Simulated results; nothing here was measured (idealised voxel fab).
This is a process module. Its name is voxel ribs on slabs.
150 nm wide, 5 nm square cells: that's cross-section cut.
Reading order for cross-sections: top band down to bottom band. Underlying form: a grid of square cells. Band size: one or more rows of cells. Quick guide to a band line: top height, bottom height (nm) up front; then every material left to right with its width in nm. Only one material and it's marked "everywhere"? Then it fills the band edge to edge. And "empty" just means empty space. Note: height 0 marks the level under which the wafer is uniformly one material as received. Lowest band unbounded below, written "top 0, no bottom". The two numbers in a width such as "30 to 40" mark its ends across the band: the first belongs to the top row of cells, the second to the bottom row, and from each row to the next the width moves by the same amount. The cross-section has no changed cell in any step marked "nothing changed". You'll see "Voids, fully enclosed" listing empty spaces that have no way open to the top, as long as they're 8 cells or more; the notation is width x height at distance, where the distance is from the left edge, and all of it is in nm. after a step's settings: what the simulator itself notes on the step. overlay nm: mask offset rightward from planned place, masked step; negative means leftward offset.
### Set out below are the planned steps of the process
1,RECEIVE,material Si
2,DIRECTIONAL_DEP,material SiO2,thk nm 20
3,DIRECTIONAL_DEP,material polySi,thk nm 25
4,MASKED_ETCH,tone cover,mask id RIB,width nm 20,etch materials polySi,depth nm 15,overlay nm 0
5,DIRECTIONAL_DEP,material aC,thk nm 15
6,PATTERN,tone cover,mask id SLAB,material resist,width nm 50,thk nm 30,overlay nm 0
7,DIRECTIONAL_ETCH,etch materials aC,depth nm 15
8,STRIP,etch materials resist
9,DIRECTIONAL_ETCH,etch materials polySi,depth nm 10
10,STRIP,etch materials aC
11,FILL_DEP,material SiO2,thk nm 15
12,CMP,height nm 55
13,DIRECTIONAL_DEP,material W,thk nm 5
14,DIRECTIONAL_DEP,material aC,thk nm 15
15,PATTERN,tone cover,mask id HEATER,material resist,width nm 30,thk nm 30,overlay nm 0
16,DIRECTIONAL_ETCH,etch materials aC,depth nm 15
17,STRIP,etch materials resist
18,DIRECTIONAL_ETCH,etch materials W,depth nm 5
19,STRIP,etch materials aC
20,CONFORMAL_DEP,material SiO2,thk nm 10
### Received-state cross-section, reflecting completion of step 1
> top 0, no bottom | Si everywhere
> Voids, fully enclosed: none
### The plan above was carried out on the starting structure above with one mistake, and this cross-section shows the wafer at the end of the module
> top 70, bottom 65 | empty 50 nm / SiO2 50 nm / empty 50 nm
> top 65, bottom 60 | SiO2 everywhere
> top 60, bottom 55 | SiO2 60 nm / W 30 nm / SiO2 60 nm
> top 55, bottom 45 | W everywhere
> top 45, bottom 30 | W 65 nm / polySi 20 nm / W 65 nm
> top 30, bottom 20 | W 50 nm / polySi 50 nm / W 50 nm
> top 20, bottom 0 | SiO2 everywhere
> top 0, no bottom | Si everywhere
> Voids, fully enclosed: none
Processing error: off-plan run, step 11, actual operation and settings FILL_DEP,material W,thk nm 15
